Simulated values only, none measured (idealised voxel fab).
voxel capacitor over wiring: a process module
Cross-section cut spans 225 nm and uses square cells 5 nm in size.
Square cells in a grid make up a cross-section in this document, and the grid is given as bands, listed from the top down, each one or more rows of cells. Read a band's entry like this: the first values are the height of its top and the height of its bottom in nm, and what follows is the sequence of materials from left to right, each with its width in nm. Note that "empty" is empty space, and that a single material marked "edge to edge" reaches across the band from edge to edge. Height reference: 0 = level under which incoming wafer is all one material. Lowest band: no bottom, runs on downward, e.g. "z 0 and below". A two-number width, for instance "30->40", indicates that the width is equal to the first number in the top row of the band and to the second number in the bottom row, and that it changes by a constant amount per row of cells. "no modifications" (step): cross-section cells unchanged, all of them. Under "Unvented internal voids" you'll find the enclosed gaps, the ones with no way out to the top, that are 8 cells or bigger; each reads width x height at distance, with distance counted from the left edge, everything in nm. Step line, after settings: the simulator's comment on this step. A step line may carry the setting "overlay nm", which, for steps involving a mask, states the distance by which the mask lay to the right of its intended position; negative values denote displacement to the left.

Planned step list for the process:
1,RECEIVE,material Si
2,CONFORMAL_DEP,material SiO2,thk nm 15
3,DIRECTIONAL_DEP,material TiN,thk nm 5
4,DIRECTIONAL_DEP,material W,thk nm 25
5,MASKED_ETCH,tone cover,mask id METAL_1,width nm 30,pitch nm 95,etch materials W,depth nm 25,overlay nm 0
6,MASKED_ETCH,tone cover,mask id METAL_1,width nm 30,pitch nm 95,etch materials TiN,depth nm 5,overlay nm 0
7,CONFORMAL_DEP,material SiN,thk nm 5
8,FILL_DEP,material SiO2,thk nm 10
9,CMP,height nm 45
10,CONFORMAL_DEP,material SiCN,thk nm 5
11,DIRECTIONAL_DEP,material lowk,thk nm 20
12,DIRECTIONAL_DEP,material aC,thk nm 15
13,PATTERN,tone open,mask id PLUG_1,material resist,width nm 15,thk nm 30,overlay nm 0
14,DIRECTIONAL_ETCH,etch materials aC,depth nm 15
15,STRIP,etch materials resist
16,DIRECTIONAL_ETCH,etch materials lowk,depth nm 20
17,DIRECTIONAL_ETCH,etch materials SiCN,depth nm 5
18,STRIP,etch materials aC
19,EPI,material Ru,thk nm 10
20,EPI,material Ru,thk nm 10
21,EPI,material Ru,thk nm 5
22,DIRECTIONAL_DEP,material TiN,thk nm 10
23,DIRECTIONAL_DEP,material SiN,thk nm 5
24,DIRECTIONAL_DEP,material TiN,thk nm 10
25,DIRECTIONAL_DEP,material aC,thk nm 15
26,PATTERN,tone cover,mask id UPPER_PLATE,material resist,width nm 70,thk nm 35,overlay nm 0
27,DIRECTIONAL_ETCH,etch materials aC,depth nm 15
28,STRIP,etch materials resist
29,DIRECTIONAL_ETCH,etch materials TiN,depth nm 10
30,DIRECTIONAL_ETCH,etch materials SiN,depth nm 5
31,STRIP,etch materials aC
32,DIRECTIONAL_DEP,material aC,thk nm 10
33,PATTERN,tone cover,mask id LOWER_PLATE,material resist,width nm 80,thk nm 25,overlay nm 0
34,DIRECTIONAL_ETCH,etch materials aC,depth nm 10
35,STRIP,etch materials resist
36,DIRECTIONAL_ETCH,etch materials TiN,depth nm 10
37,STRIP,etch materials aC
38,FILL_DEP,material SiO2,thk nm 20
39,CMP,height nm 110
40,DIRECTIONAL_DEP,material aC,thk nm 15
41,PATTERN,tone open,mask id PLUG_2,material resist,width nm 15,thk nm 35,overlay nm 0
42,DIRECTIONAL_ETCH,etch materials aC,depth nm 15
43,STRIP,etch materials resist
44,DIRECTIONAL_ETCH,etch materials SiO2,depth nm 15
45,STRIP,etch materials aC
46,CONFORMAL_DEP,material TiN,thk nm 5
47,FILL_DEP,material Ru,thk nm 10
48,CMP,height nm 110
49,CONFORMAL_DEP,material SiCN,thk nm 5

As-received wafer cross-section (after step 1):
- z 0 and below = Si edge to edge
- Unvented internal voids: none

Cross-sectional result after module completion. Note: starting condition and plan are unchanged from above; one processing mistake was made:
- z 115 to 110 = SiCN edge to edge
- z 110 to 100 = 75 nm SiO2 | 5 nm TiN | 5 nm Ru | 5 nm TiN | 135 nm SiO2
- z 100 to 95 = 75 nm SiO2 | 15 nm TiN | 135 nm SiO2
- z 95 to 85 = 65 nm SiO2 | 70 nm TiN | 90 nm SiO2
- z 85 to 80 = 65 nm SiO2 | 70 nm SiN | 90 nm SiO2
- z 80 to 70 = 60 nm SiO2 | 80 nm TiN | 85 nm SiO2
- z 70 to 50 = 65 nm lowk | 15 nm Ru | 145 nm lowk
- z 50 to 45 = 65 nm SiCN | 15 nm Ru | 145 nm SiCN
- z 45 to 20 = 50 nm SiN | 30 nm W | 65 nm SiN | 30 nm W | 50 nm SiN
- z 20 to 15 = 50 nm SiN | 30 nm TiN | 65 nm SiN | 30 nm TiN | 50 nm SiN
- z 15 to 0 = SiO2 edge to edge
- z 0 and below = Si edge to edge
- Unvented internal voids: none
Against the plan, the run slipped here: in deviation from the planned setting, step 8 was conducted as FILL_DEP,material SiN,thk nm 10
